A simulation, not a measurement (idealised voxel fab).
Process module under the name voxel capacitor over wiring
The figure presents cross-section cut, which has a width of 220 nm and is divided into square cells with an edge length of 5 nm.
Cross-sections here: square-cell grids, written as top-down lists of bands, a band being one or more rows of cells. The band entry comprises the height of the band's top followed by the height of its bottom, expressed in nm, and subsequently the band's materials from left to right, each stated together with its width in nm. Where a single material is marked with the word "edge to edge", that material fills the band from edge to edge. The word "air" represents empty space. Heights from 0 (as-received wafer is one material below). Bottom band endless downward, as "z 0 and below". Per-row width for "30 to 40": begins at first number (top row of band), ends at second number (bottom row), increment between rows held constant. No cell of the cross-section changed in a step that is given as "left unchanged". For the entry "Entrapped void list", the listed items are empty spaces with no open way to the top whose size is 8 cells or more; each item follows the pattern width x height at distance, where distance is from the left edge and all three are in nm. Read whatever lies past the settings on a step's line as the simulator's own remark about the step. overlay nm: right-of-plan distance of the mask on a masked step; negative values mean left-of-plan. Read each pair as before and after one process step. The after cross-section shows only down to the lowest band that changed. The step between them and its settings are given below the pair. Pairs can come from different runs of this module on the same starting wafer. A pair continues from the pair above only where its "Pre-process state" entry says so.

PRE-PROCESS STATE
	z 0 and below = Si edge to edge
	Entrapped void list: none

CROSS-SECTION AFTER STEP
	z 10 to 0 = SiO2 edge to edge
	Everything under 0 stays put, no change at all.
	Entrapped void list: none
Quick note on the step between the two cross-sections above: CONFORMAL_DEP with material SiO2, thk nm 10

Pre-process state: The initial state for this step is given by the after cross-section of the immediately preceding pair.

CROSS-SECTION AFTER STEP
	z 15 to 10 = TiN edge to edge
	Everything under 10 stays put, no change at all.
	Entrapped void list: none
Quick note on the step between the two cross-sections above: DIRECTIONAL_DEP with material TiN, thk nm 5

Pre-process state: The initial state for this step is given by the after cross-section of the immediately preceding pair.

CROSS-SECTION AFTER STEP
	z 35 to 15 = W edge to edge
	Everything under 15 stays put, no change at all.
	Entrapped void list: none
Quick note on the step between the two cross-sections above: DIRECTIONAL_DEP with material W, thk nm 20

Pre-process state: The initial state for this step is given by the after cross-section of the immediately preceding pair.

CROSS-SECTION AFTER STEP
	z 45 to 35 = aC edge to edge
	Everything under 35 stays put, no change at all.
	Entrapped void list: none
Quick note on the step between the two cross-sections above: DIRECTIONAL_DEP with material aC, thk nm 10

Pre-process state: The initial state for this step is given by the after cross-section of the immediately preceding pair.

CROSS-SECTION AFTER STEP
	z 75 to 45 = 65 of air / 20 of resist / 50 of air / 20 of resist / 65 of air
	Everything under 45 stays put, no change at all.
	Entrapped void list: none
Quick note on the step between the two cross-sections above: PATTERN with tone cover, mask id METAL_1, material resist, width nm 20, pitch nm 70, thk nm 30, overlay nm 0

Pre-process state: The initial state for this step is given by the after cross-section of the immediately preceding pair.

CROSS-SECTION AFTER STEP
	z 65 to 45 = 65 of air / 20 of resist / 50 of air / 20 of resist / 65 of air
	z 45 to 35 = 65 of air / 20 of aC / 50 of air / 20 of aC / 65 of air
	Everything under 35 stays put, no change at all.
	Entrapped void list: none
Quick note on the step between the two cross-sections above: DIRECTIONAL_ETCH with etch materials aC, depth nm 10

Pre-process state: The initial state for this step is given by the after cross-section of the immediately preceding pair.

CROSS-SECTION AFTER STEP
	z 45 to 35 = 65 of air / 20 of aC / 50 of air / 20 of aC / 65 of air
	Everything under 35 stays put, no change at all.
	Entrapped void list: none
Quick note on the step between the two cross-sections above: STRIP with etch materials resist

Pre-process state: The initial state for this step is given by the after cross-section of the immediately preceding pair.

CROSS-SECTION AFTER STEP
	z 45 to 35 = 65 of air / 20 of aC / 50 of air / 20 of aC / 65 of air
	z 35 to 15 = 65 of air / 20 of W / 50 of air / 20 of W / 65 of air
	Everything under 15 stays put, no change at all.
	Entrapped void list: none
Quick note on the step between the two cross-sections above: DIRECTIONAL_ETCH with etch materials W, depth nm 20

Pre-process state: The initial state for this step is given by the after cross-section of the immediately preceding pair.

CROSS-SECTION AFTER STEP
	z 45 to 35 = 65 of air / 20 of aC / 50 of air / 20 of aC / 65 of air
	z 35 to 15 = 65 of air / 20 of W / 50 of air / 20 of W / 65 of air
	z 15 to 10 = 65 of air / 20 of TiN / 50 of air / 20 of TiN / 65 of air
	Everything under 10 stays put, no change at all.
	Entrapped void list: none
Quick note on the step between the two cross-sections above: DIRECTIONAL_ETCH with etch materials TiN, depth nm 5

Pre-process state: The initial state for this step is given by the after cross-section of the immediately preceding pair.

CROSS-SECTION AFTER STEP
	z 35 to 15 = 65 of air / 20 of W / 50 of air / 20 of W / 65 of air
	Everything under 15 stays put, no change at all.
	Entrapped void list: none
Quick note on the step between the two cross-sections above: STRIP with etch materials aC

Pre-process state: The initial state for this step is given by the after cross-section of the immediately preceding pair.

CROSS-SECTION AFTER STEP
	z 45 to 35 = SiO2 edge to edge
	z 35 to 15 = 65 of SiO2 / 20 of W / 50 of SiO2 / 20 of W / 65 of SiO2
	z 15 to 10 = 65 of SiO2 / 20 of TiN / 50 of SiO2 / 20 of TiN / 65 of SiO2
	Everything under 10 stays put, no change at all.
	Entrapped void list: none
Quick note on the step between the two cross-sections above: FILL_DEP with material SiO2, thk nm 10

Pre-process state: The initial state for this step is given by the after cross-section of the immediately preceding pair.

CROSS-SECTION AFTER STEP
	z 35 to 15 = 65 of SiO2 / 20 of W / 50 of SiO2 / 20 of W / 65 of SiO2
	Everything under 15 stays put, no change at all.
	Entrapped void list: none
Quick note on the step between the two cross-sections above: CMP with height nm 35

Pre-process state: The initial state for this step is given by the after cross-section of the immediately preceding pair.

CROSS-SECTION AFTER STEP
	z 40 to 35 = SiCN edge to edge
	Everything under 35 stays put, no change at all.
	Entrapped void list: none
Quick note on the step between the two cross-sections above: CONFORMAL_DEP with material SiCN, thk nm 5

Pre-process state: The initial state for this step is given by the after cross-section of the immediately preceding pair.

CROSS-SECTION AFTER STEP
	z 60 to 40 = SiO2 edge to edge
	Everything under 40 stays put, no change at all.
	Entrapped void list: none
Quick note on the step between the two cross-sections above: DIRECTIONAL_DEP with material SiO2, thk nm 20

Pre-process state: The initial state for this step is given by the after cross-section of the immediately preceding pair.

CROSS-SECTION AFTER STEP
	z 80 to 60 = 70 of resist / 15 of air / 135 of resist
	Everything under 60 stays put, no change at all.
	Entrapped void list: none
Quick note on the step between the two cross-sections above: PATTERN with tone open, mask id PLUG_1, material resist, width nm 15, thk nm 20, overlay nm 0

Pre-process state: The initial state for this step is given by the after cross-section of the immediately preceding pair.

CROSS-SECTION AFTER STEP
	z 80 to 60 = 70 of resist / 15 of air / 135 of resist
	z 60 to 40 = 70 of SiO2 / 15 of air / 135 of SiO2
	Everything under 40 stays put, no change at all.
	Entrapped void list: none
Quick note on the step between the two cross-sections above: DIRECTIONAL_ETCH with etch materials SiO2, depth nm 20

Pre-process state: The initial state for this step is given by the after cross-section of the immediately preceding pair.

CROSS-SECTION AFTER STEP
	z 80 to 60 = 70 of resist / 15 of air / 135 of resist
	z 60 to 40 = 70 of SiO2 / 15 of air / 135 of SiO2
	z 40 to 35 = 70 of SiCN / 15 of air / 135 of SiCN
	Everything under 35 stays put, no change at all.
	Entrapped void list: none
Quick note on the step between the two cross-sections above: DIRECTIONAL_ETCH with etch materials SiCN, depth nm 5

Pre-process state: The initial state for this step is given by the after cross-section of the immediately preceding pair.

CROSS-SECTION AFTER STEP
	z 60 to 40 = 70 of SiO2 / 15 of air / 135 of SiO2
	Everything under 40 stays put, no change at all.
	Entrapped void list: none
Quick note on the step between the two cross-sections above: STRIP with etch materials resist

Pre-process state: The initial state for this step is given by the after cross-section of the immediately preceding pair.

CROSS-SECTION AFTER STEP
	z 65 to 60 = 75 of TiN / 5 of air / 140 of TiN
	z 60 to 40 = 70 of SiO2 / 5 of TiN / 5 of air / 5 of TiN / 135 of SiO2
	z 40 to 35 = 70 of SiCN / 15 of TiN / 135 of SiCN
	Everything under 35 stays put, no change at all.
	Entrapped void list: none
Quick note on the step between the two cross-sections above: CONFORMAL_DEP with material TiN, thk nm 5

Pre-process state: The initial state for this step is given by the after cross-section of the immediately preceding pair.

CROSS-SECTION AFTER STEP
	z 70 to 65 = Cu edge to edge
	z 65 to 60 = 75 of TiN / 5 of Cu / 140 of TiN
	z 60 to 40 = 70 of SiO2 / 5 of TiN / 5 of Cu / 5 of TiN / 135 of SiO2
	Everything under 40 stays put, no change at all.
	Entrapped void list: none
Quick note on the step between the two cross-sections above: FILL_DEP with material Cu, thk nm 5

Pre-process state: The initial state for this step is given by the after cross-section of the immediately preceding pair.

CROSS-SECTION AFTER STEP
	z 60 to 40 = 70 of SiO2 / 5 of TiN / 5 of Cu / 5 of TiN / 135 of SiO2
	Everything under 40 stays put, no change at all.
	Entrapped void list: none
Quick note on the step between the two cross-sections above: CMP with height nm 60

Pre-process state: The initial state for this step is given by the after cross-section of the immediately preceding pair.

CROSS-SECTION AFTER STEP
	z 70 to 60 = TiN edge to edge
	Everything under 60 stays put, no change at all.
	Entrapped void list: none
Quick note on the step between the two cross-sections above: DIRECTIONAL_DEP with material TiN, thk nm 10

Pre-process state: The initial state for this step is given by the after cross-section of the immediately preceding pair.

CROSS-SECTION AFTER STEP
	z 75 to 70 = HfO2 edge to edge
	Everything under 70 stays put, no change at all.
	Entrapped void list: none
Quick note on the step between the two cross-sections above: DIRECTIONAL_DEP with material HfO2, thk nm 5

Pre-process state: The initial state for this step is given by the after cross-section of the immediately preceding pair.

CROSS-SECTION AFTER STEP
	z 80 to 75 = TiN edge to edge
	Everything under 75 stays put, no change at all.
	Entrapped void list: none
Quick note on the step between the two cross-sections above: DIRECTIONAL_DEP with material TiN, thk nm 5

Pre-process state: The initial state for this step is given by the after cross-section of the immediately preceding pair.

CROSS-SECTION AFTER STEP
	z 80 to 75 = 70 of air / 55 of TiN / 95 of air
	Everything under 75 stays put, no change at all.
	Entrapped void list: none
Quick note on the step between the two cross-sections above: MASKED_ETCH with tone cover, mask id UPPER_PLATE, width nm 55, etch materials TiN, depth nm 5, overlay nm 0

Pre-process state: The initial state for this step is given by the after cross-section of the immediately preceding pair.

CROSS-SECTION AFTER STEP
	z 80 to 75 = 70 of air / 55 of TiN / 95 of air
	z 75 to 70 = 70 of air / 55 of HfO2 / 95 of air
	Everything under 70 stays put, no change at all.
	Entrapped void list: none
Quick note on the step between the two cross-sections above: MASKED_ETCH with tone cover, mask id UPPER_PLATE, width nm 55, etch materials HfO2, depth nm 5, overlay nm 0

Pre-process state: The initial state for this step is given by the after cross-section of the immediately preceding pair.

CROSS-SECTION AFTER STEP
	z 80 to 75 = 70 of air / 55 of TiN / 95 of air
	z 75 to 70 = 70 of air / 55 of HfO2 / 95 of air
	z 70 to 60 = 65 of air / 65 of TiN / 90 of air
	Everything under 60 stays put, no change at all.
	Entrapped void list: none
Quick note on the step between the two cross-sections above: MASKED_ETCH with tone cover, mask id LOWER_PLATE, width nm 65, etch materials TiN, depth nm 10, overlay nm 0

Pre-process state: The initial state for this step is given by the after cross-section of the immediately preceding pair.

CROSS-SECTION AFTER STEP
	z 100 to 80 = SiO2 edge to edge
	z 80 to 75 = 70 of SiO2 / 55 of TiN / 95 of SiO2
	z 75 to 70 = 70 of SiO2 / 55 of HfO2 / 95 of SiO2
	z 70 to 60 = 65 of SiO2 / 65 of TiN / 90 of SiO2
	Everything under 60 stays put, no change at all.
	Entrapped void list: none
Quick note on the step between the two cross-sections above: FILL_DEP with material SiO2, thk nm 20

Pre-process state: The initial state for this step is given by the after cross-section of the immediately preceding pair.

CROSS-SECTION AFTER STEP
	z 95 to 80 = SiO2 edge to edge
	Everything under 80 stays put, no change at all.
	Entrapped void list: none
Quick note on the step between the two cross-sections above: CMP with height nm 95

Pre-process state: The initial state for this step is given by the after cross-section of the immediately preceding pair.

CROSS-SECTION AFTER STEP
	z 110 to 95 = 80 of resist / 15 of air / 125 of resist
	Everything under 95 stays put, no change at all.
	Entrapped void list: none
Quick note on the step between the two cross-sections above: PATTERN with tone open, mask id PLUG_2, material resist, width nm 15, thk nm 15, overlay nm 0

Pre-process state: The initial state for this step is given by the after cross-section of the immediately preceding pair.

CROSS-SECTION AFTER STEP
	z 110 to 95 = 80 of resist / 15 of air / 125 of resist
	z 95 to 80 = 80 of SiO2 / 15 of air / 125 of SiO2
	Everything under 80 stays put, no change at all.
	Entrapped void list: none
Quick note on the step between the two cross-sections above: DIRECTIONAL_ETCH with etch materials SiO2, depth nm 15

Pre-process state: The initial state for this step is given by the after cross-section of the immediately preceding pair.

CROSS-SECTION AFTER STEP
	z 95 to 80 = 80 of SiO2 / 15 of air / 125 of SiO2
	Everything under 80 stays put, no change at all.
	Entrapped void list: none
Quick note on the step between the two cross-sections above: STRIP with etch materials resist

Pre-process state: The initial state for this step is given by the after cross-section of the immediately preceding pair.

CROSS-SECTION AFTER STEP
	z 100 to 95 = 85 of TiN / 5 of air / 130 of TiN
	z 95 to 85 = 80 of SiO2 / 5 of TiN / 5 of air / 5 of TiN / 125 of SiO2
	z 85 to 75 = 80 to 70 of SiO2 / 15 to 55 of TiN / 125 to 95 of SiO2
	Everything under 75 stays put, no change at all.
	Entrapped void list: none
Quick note on the step between the two cross-sections above: CONFORMAL_DEP with material TiN, thk nm 5

Pre-process state: The initial state for this step is given by the after cross-section of the immediately preceding pair.

CROSS-SECTION AFTER STEP
	z 110 to 100 = Cu edge to edge
	z 100 to 95 = 85 of TiN / 5 of Cu / 130 of TiN
	z 95 to 85 = 80 of SiO2 / 5 of TiN / 5 of Cu / 5 of TiN / 125 of SiO2
	Everything under 85 stays put, no change at all.
	Entrapped void list: none
Quick note on the step between the two cross-sections above: FILL_DEP with material Cu, thk nm 10

Pre-process state: The initial state for this step is given by the after cross-section of the immediately preceding pair.

CROSS-SECTION AFTER STEP
	z 95 to 85 = 80 of SiO2 / 5 of TiN / 5 of Cu / 5 of TiN / 125 of SiO2
	Everything under 85 stays put, no change at all.
	Entrapped void list: none
Quick note on the step between the two cross-sections above: CMP with height nm 95

Pre-process state: The initial state for this step is given by the after cross-section of the immediately preceding pair.

CROSS-SECTION AFTER STEP
	z 100 to 95 = SiN edge to edge
	Everything under 95 stays put, no change at all.
	Entrapped void list: none
Quick note on the step between the two cross-sections above: CONFORMAL_DEP with material SiN, thk nm 5

PRE-PROCESS STATE
	z 0 and below = Si edge to edge
	Entrapped void list: none

CROSS-SECTION AFTER STEP
	z 5 to 0 = TiN edge to edge
	Everything under 0 stays put, no change at all.
	Entrapped void list: none
Quick note on the step between the two cross-sections above: DIRECTIONAL_DEP with material TiN, thk nm 5

Pre-process state: The initial state for this step is given by the after cross-section of the immediately preceding pair.

CROSS-SECTION AFTER STEP
	z 25 to 5 = W edge to edge
	Everything under 5 stays put, no change at all.
	Entrapped void list: none
Quick note on the step between the two cross-sections above: DIRECTIONAL_DEP with material W, thk nm 20

Pre-process state: The initial state for this step is given by the after cross-section of the immediately preceding pair.

CROSS-SECTION AFTER STEP
	z 35 to 25 = aC edge to edge
	Everything under 25 stays put, no change at all.
	Entrapped void list: none
Quick note on the step between the two cross-sections above: DIRECTIONAL_DEP with material aC, thk nm 10

Pre-process state: The initial state for this step is given by the after cross-section of the immediately preceding pair.

CROSS-SECTION AFTER STEP
	z 65 to 35 = 65 of air / 20 of resist / 50 of air / 20 of resist / 65 of air
	Everything under 35 stays put, no change at all.
	Entrapped void list: none
Quick note on the step between the two cross-sections above: PATTERN with tone cover, mask id METAL_1, material resist, width nm 20, pitch nm 70, thk nm 30, overlay nm 0

Pre-process state: The initial state for this step is given by the after cross-section of the immediately preceding pair.

CROSS-SECTION AFTER STEP
	z 55 to 35 = 65 of air / 20 of resist / 50 of air / 20 of resist / 65 of air
	z 35 to 25 = 65 of air / 20 of aC / 50 of air / 20 of aC / 65 of air
	Everything under 25 stays put, no change at all.
	Entrapped void list: none
Quick note on the step between the two cross-sections above: DIRECTIONAL_ETCH with etch materials aC, depth nm 10

Pre-process state: The initial state for this step is given by the after cross-section of the immediately preceding pair.

CROSS-SECTION AFTER STEP
	z 35 to 25 = 65 of air / 20 of aC / 50 of air / 20 of aC / 65 of air
	Everything under 25 stays put, no change at all.
	Entrapped void list: none
Quick note on the step between the two cross-sections above: STRIP with etch materials resist

Pre-process state: The initial state for this step is given by the after cross-section of the immediately preceding pair.

CROSS-SECTION AFTER STEP
	z 35 to 25 = 65 of air / 20 of aC / 50 of air / 20 of aC / 65 of air
	z 25 to 5 = 65 of air / 20 of W / 50 of air / 20 of W / 65 of air
	Everything under 5 stays put, no change at all.
	Entrapped void list: none
Quick note on the step between the two cross-sections above: DIRECTIONAL_ETCH with etch materials W, depth nm 20

Pre-process state: The initial state for this step is given by the after cross-section of the immediately preceding pair.

CROSS-SECTION AFTER STEP
	z 35 to 25 = 65 of air / 20 of aC / 50 of air / 20 of aC / 65 of air
	z 25 to 5 = 65 of air / 20 of W / 50 of air / 20 of W / 65 of air
	z 5 to 0 = 65 of air / 20 of TiN / 50 of air / 20 of TiN / 65 of air
	Everything under 0 stays put, no change at all.
	Entrapped void list: none
Quick note on the step between the two cross-sections above: DIRECTIONAL_ETCH with etch materials TiN, depth nm 5

Pre-process state: The initial state for this step is given by the after cross-section of the immediately preceding pair.

CROSS-SECTION AFTER STEP
	z 25 to 5 = 65 of air / 20 of W / 50 of air / 20 of W / 65 of air
	Everything under 5 stays put, no change at all.
	Entrapped void list: none
Quick note on the step between the two cross-sections above: STRIP with etch materials aC

Pre-process state: The initial state for this step is given by the after cross-section of the immediately preceding pair.

CROSS-SECTION AFTER STEP
	z 35 to 25 = SiO2 edge to edge
	z 25 to 5 = 65 of SiO2 / 20 of W / 50 of SiO2 / 20 of W / 65 of SiO2
	z 5 to 0 = 65 of SiO2 / 20 of TiN / 50 of SiO2 / 20 of TiN / 65 of SiO2
	Everything under 0 stays put, no change at all.
	Entrapped void list: none
Quick note on the step between the two cross-sections above: FILL_DEP with material SiO2, thk nm 10

Pre-process state: The initial state for this step is given by the after cross-section of the immediately preceding pair.

CROSS-SECTION AFTER STEP
	z 40 to 35 = SiCN edge to edge
	Everything under 35 stays put, no change at all.
	Entrapped void list: none
Quick note on the step between the two cross-sections above: CONFORMAL_DEP with material SiCN, thk nm 5

Pre-process state: The initial state for this step is given by the after cross-section of the immediately preceding pair.

CROSS-SECTION AFTER STEP
	z 60 to 40 = SiO2 edge to edge
	Everything under 40 stays put, no change at all.
	Entrapped void list: none
Quick note on the step between the two cross-sections above: DIRECTIONAL_DEP with material SiO2, thk nm 20

Pre-process state: The initial state for this step is given by the after cross-section of the immediately preceding pair.

CROSS-SECTION AFTER STEP
	z 80 to 60 = 70 of resist / 15 of air / 135 of resist
	Everything under 60 stays put, no change at all.
	Entrapped void list: none
Quick note on the step between the two cross-sections above: PATTERN with tone open, mask id PLUG_1, material resist, width nm 15, thk nm 20, overlay nm 0

Pre-process state: The initial state for this step is given by the after cross-section of the immediately preceding pair.

CROSS-SECTION AFTER STEP
	z 80 to 60 = 70 of resist / 15 of air / 135 of resist
	z 60 to 40 = 70 of SiO2 / 15 of air / 135 of SiO2
	Everything under 40 stays put, no change at all.
	Entrapped void list: none
Quick note on the step between the two cross-sections above: DIRECTIONAL_ETCH with etch materials SiO2, depth nm 20

Pre-process state: The initial state for this step is given by the after cross-section of the immediately preceding pair.

CROSS-SECTION AFTER STEP
	z 80 to 60 = 70 of resist / 15 of air / 135 of resist
	z 60 to 40 = 70 of SiO2 / 15 of air / 135 of SiO2
	z 40 to 35 = 70 of SiCN / 15 of air / 135 of SiCN
	Everything under 35 stays put, no change at all.
	Entrapped void list: none
Quick note on the step between the two cross-sections above: DIRECTIONAL_ETCH with etch materials SiCN, depth nm 5

Pre-process state: The initial state for this step is given by the after cross-section of the immediately preceding pair.

CROSS-SECTION AFTER STEP
	z 60 to 40 = 70 of SiO2 / 15 of air / 135 of SiO2
	Everything under 40 stays put, no change at all.
	Entrapped void list: none
Quick note on the step between the two cross-sections above: STRIP with etch materials resist

Pre-process state: The initial state for this step is given by the after cross-section of the immediately preceding pair.

CROSS-SECTION AFTER STEP
	z 65 to 60 = 75 of TiN / 5 of air / 140 of TiN
	z 60 to 40 = 70 of SiO2 / 5 of TiN / 5 of air / 5 of TiN / 135 of SiO2
	z 40 to 35 = 70 of SiCN / 15 of TiN / 135 of SiCN
	Everything under 35 stays put, no change at all.
	Entrapped void list: none
Quick note on the step between the two cross-sections above: CONFORMAL_DEP with material TiN, thk nm 5

Pre-process state: The initial state for this step is given by the after cross-section of the immediately preceding pair.

CROSS-SECTION AFTER STEP
	z 70 to 65 = Cu edge to edge
	z 65 to 60 = 75 of TiN / 5 of Cu / 140 of TiN
	z 60 to 40 = 70 of SiO2 / 5 of TiN / 5 of Cu / 5 of TiN / 135 of SiO2
	Everything under 40 stays put, no change at all.
	Entrapped void list: none
Quick note on the step between the two cross-sections above: FILL_DEP with material Cu, thk nm 5

Pre-process state: The initial state for this step is given by the after cross-section of the immediately preceding pair.

CROSS-SECTION AFTER STEP
	z 60 to 40 = 70 of SiO2 / 5 of TiN / 5 of Cu / 5 of TiN / 135 of SiO2
	Everything under 40 stays put, no change at all.
	Entrapped void list: none
Quick note on the step between the two cross-sections above: CMP with height nm 60

Pre-process state: The initial state for this step is given by the after cross-section of the immediately preceding pair.

CROSS-SECTION AFTER STEP
	z 70 to 60 = TiN edge to edge
	Everything under 60 stays put, no change at all.
	Entrapped void list: none
Quick note on the step between the two cross-sections above: DIRECTIONAL_DEP with material TiN, thk nm 10

Pre-process state: The initial state for this step is given by the after cross-section of the immediately preceding pair.

CROSS-SECTION AFTER STEP
	z 75 to 70 = HfO2 edge to edge
	Everything under 70 stays put, no change at all.
	Entrapped void list: none
Quick note on the step between the two cross-sections above: DIRECTIONAL_DEP with material HfO2, thk nm 5

Pre-process state: The initial state for this step is given by the after cross-section of the immediately preceding pair.

CROSS-SECTION AFTER STEP
	z 80 to 75 = TiN edge to edge
	Everything under 75 stays put, no change at all.
	Entrapped void list: none
Quick note on the step between the two cross-sections above: DIRECTIONAL_DEP with material TiN, thk nm 5

Pre-process state: The initial state for this step is given by the after cross-section of the immediately preceding pair.

CROSS-SECTION AFTER STEP
	z 80 to 75 = 70 of air / 55 of TiN / 95 of air
	Everything under 75 stays put, no change at all.
	Entrapped void list: none
Quick note on the step between the two cross-sections above: MASKED_ETCH with tone cover, mask id UPPER_PLATE, width nm 55, etch materials TiN, depth nm 5, overlay nm 0

Pre-process state: The initial state for this step is given by the after cross-section of the immediately preceding pair.

CROSS-SECTION AFTER STEP
	z 80 to 75 = 70 of air / 55 of TiN / 95 of air
	z 75 to 70 = 70 of air / 55 of HfO2 / 95 of air
	Everything under 70 stays put, no change at all.
	Entrapped void list: none
Quick note on the step between the two cross-sections above: MASKED_ETCH with tone cover, mask id UPPER_PLATE, width nm 55, etch materials HfO2, depth nm 5, overlay nm 0

Pre-process state: The initial state for this step is given by the after cross-section of the immediately preceding pair.

CROSS-SECTION AFTER STEP
	z 80 to 75 = 70 of air / 55 of TiN / 95 of air
	z 75 to 70 = 70 of air / 55 of HfO2 / 95 of air
	z 70 to 60 = 65 of air / 65 of TiN / 90 of air
	Everything under 60 stays put, no change at all.
	Entrapped void list: none
Quick note on the step between the two cross-sections above: MASKED_ETCH with tone cover, mask id LOWER_PLATE, width nm 65, etch materials TiN, depth nm 10, overlay nm 0

Pre-process state: The initial state for this step is given by the after cross-section of the immediately preceding pair.

CROSS-SECTION AFTER STEP
	z 100 to 80 = SiO2 edge to edge
	z 80 to 75 = 70 of SiO2 / 55 of TiN / 95 of SiO2
	z 75 to 70 = 70 of SiO2 / 55 of HfO2 / 95 of SiO2
	z 70 to 60 = 65 of SiO2 / 65 of TiN / 90 of SiO2
	Everything under 60 stays put, no change at all.
	Entrapped void list: none
Quick note on the step between the two cross-sections above: FILL_DEP with material SiO2, thk nm 20

Pre-process state: The initial state for this step is given by the after cross-section of the immediately preceding pair.

CROSS-SECTION AFTER STEP
	z 95 to 80 = SiO2 edge to edge
	Everything under 80 stays put, no change at all.
	Entrapped void list: none
Quick note on the step between the two cross-sections above: CMP with height nm 95

Pre-process state: The initial state for this step is given by the after cross-section of the immediately preceding pair.

CROSS-SECTION AFTER STEP
	z 110 to 95 = 80 of resist / 15 of air / 125 of resist
	Everything under 95 stays put, no change at all.
	Entrapped void list: none
Quick note on the step between the two cross-sections above: PATTERN with tone open, mask id PLUG_2, material resist, width nm 15, thk nm 15, overlay nm 0

Pre-process state: The initial state for this step is given by the after cross-section of the immediately preceding pair.

CROSS-SECTION AFTER STEP
	z 110 to 95 = 80 of resist / 15 of air / 125 of resist
	z 95 to 80 = 80 of SiO2 / 15 of air / 125 of SiO2
	Everything under 80 stays put, no change at all.
	Entrapped void list: none
Quick note on the step between the two cross-sections above: DIRECTIONAL_ETCH with etch materials SiO2, depth nm 15

Pre-process state: The initial state for this step is given by the after cross-section of the immediately preceding pair.

CROSS-SECTION AFTER STEP
	z 95 to 80 = 80 of SiO2 / 15 of air / 125 of SiO2
	Everything under 80 stays put, no change at all.
	Entrapped void list: none
Quick note on the step between the two cross-sections above: STRIP with etch materials resist

Pre-process state: The initial state for this step is given by the after cross-section of the immediately preceding pair.

CROSS-SECTION AFTER STEP
	z 100 to 95 = 85 of TiN / 5 of air / 130 of TiN
	z 95 to 85 = 80 of SiO2 / 5 of TiN / 5 of air / 5 of TiN / 125 of SiO2
	z 85 to 75 = 80 to 70 of SiO2 / 15 to 55 of TiN / 125 to 95 of SiO2
	Everything under 75 stays put, no change at all.
	Entrapped void list: none
Quick note on the step between the two cross-sections above: CONFORMAL_DEP with material TiN, thk nm 5

Pre-process state: The initial state for this step is given by the after cross-section of the immediately preceding pair.

CROSS-SECTION AFTER STEP
	z 110 to 100 = Cu edge to edge
	z 100 to 95 = 85 of TiN / 5 of Cu / 130 of TiN
	z 95 to 85 = 80 of SiO2 / 5 of TiN / 5 of Cu / 5 of TiN / 125 of SiO2
	Everything under 85 stays put, no change at all.
	Entrapped void list: none
Quick note on the step between the two cross-sections above: FILL_DEP with material Cu, thk nm 10

Pre-process state: The initial state for this step is given by the after cross-section of the immediately preceding pair.

CROSS-SECTION AFTER STEP
	z 95 to 85 = 80 of SiO2 / 5 of TiN / 5 of Cu / 5 of TiN / 125 of SiO2
	Everything under 85 stays put, no change at all.
	Entrapped void list: none
Quick note on the step between the two cross-sections above: CMP with height nm 95

Pre-process state: The initial state for this step is given by the after cross-section of the immediately preceding pair.

CROSS-SECTION AFTER STEP
	z 100 to 95 = SiN edge to edge
	Everything under 95 stays put, no change at all.
	Entrapped void list: none
Quick note on the step between the two cross-sections above: CONFORMAL_DEP with material SiN, thk nm 5

PRE-PROCESS STATE
	z 10 to 0 = SiO2 edge to edge
	z 0 and below = Si edge to edge
	Entrapped void list: none

CROSS-SECTION AFTER STEP
	z 30 to 10 = W edge to edge
	Everything under 10 stays put, no change at all.
	Entrapped void list: none
Quick note on the step between the two cross-sections above: DIRECTIONAL_DEP with material W, thk nm 20

Pre-process state: The initial state for this step is given by the after cross-section of the immediately preceding pair.

CROSS-SECTION AFTER STEP
	z 35 to 30 = TiN edge to edge
	Everything under 30 stays put, no change at all.
	Entrapped void list: none
Quick note on the step between the two cross-sections above: DIRECTIONAL_DEP with material TiN, thk nm 5

Pre-process state: The initial state for this step is given by the after cross-section of the immediately preceding pair.

CROSS-SECTION AFTER STEP
	z 45 to 35 = aC edge to edge
	Everything under 35 stays put, no change at all.
	Entrapped void list: none
Quick note on the step between the two cross-sections above: DIRECTIONAL_DEP with material aC, thk nm 10

Pre-process state: The initial state for this step is given by the after cross-section of the immediately preceding pair.

CROSS-SECTION AFTER STEP
	z 75 to 45 = 65 of air / 20 of resist / 50 of air / 20 of resist / 65 of air
	Everything under 45 stays put, no change at all.
	Entrapped void list: none
Quick note on the step between the two cross-sections above: PATTERN with tone cover, mask id METAL_1, material resist, width nm 20, pitch nm 70, thk nm 30, overlay nm 0

Pre-process state: The initial state for this step is given by the after cross-section of the immediately preceding pair.

CROSS-SECTION AFTER STEP
	z 65 to 45 = 65 of air / 20 of resist / 50 of air / 20 of resist / 65 of air
	z 45 to 35 = 65 of air / 20 of aC / 50 of air / 20 of aC / 65 of air
	Everything under 35 stays put, no change at all.
	Entrapped void list: none
Quick note on the step between the two cross-sections above: DIRECTIONAL_ETCH with etch materials aC, depth nm 10

Pre-process state: The initial state for this step is given by the after cross-section of the immediately preceding pair.

CROSS-SECTION AFTER STEP
	z 45 to 35 = 65 of air / 20 of aC / 50 of air / 20 of aC / 65 of air
	Everything under 35 stays put, no change at all.
	Entrapped void list: none
Quick note on the step between the two cross-sections above: STRIP with etch materials resist

Pre-process state: The initial state for this step is given by the after cross-section of the immediately preceding pair.

CROSS-SECTION AFTER STEP
	z 45 to 35 = 65 of air / 20 of aC / 50 of air / 20 of aC / 65 of air
	z 35 to 30 = 65 of air / 20 of TiN / 50 of air / 20 of TiN / 65 of air
	Everything under 30 stays put, no change at all.
	Entrapped void list: none
Quick note on the step between the two cross-sections above: DIRECTIONAL_ETCH with etch materials TiN, depth nm 5

Pre-process state: The initial state for this step is given by the after cross-section of the immediately preceding pair.

CROSS-SECTION AFTER STEP
	z 35 to 30 = 65 of air / 20 of TiN / 50 of air / 20 of TiN / 65 of air
	Everything under 30 stays put, no change at all.
	Entrapped void list: none
Quick note on the step between the two cross-sections above: STRIP with etch materials aC

Pre-process state: The initial state for this step is given by the after cross-section of the immediately preceding pair.

CROSS-SECTION AFTER STEP
	z 45 to 35 = SiO2 edge to edge
	z 35 to 30 = 65 of SiO2 / 20 of TiN / 50 of SiO2 / 20 of TiN / 65 of SiO2
	Everything under 30 stays put, no change at all.
	Entrapped void list: none
Quick note on the step between the two cross-sections above: FILL_DEP with material SiO2, thk nm 10

Pre-process state: The initial state for this step is given by the after cross-section of the immediately preceding pair.

CROSS-SECTION AFTER STEP
	z 35 to 30 = 65 of SiO2 / 20 of TiN / 50 of SiO2 / 20 of TiN / 65 of SiO2
	Everything under 30 stays put, no change at all.
	Entrapped void list: none
Quick note on the step between the two cross-sections above: CMP with height nm 35
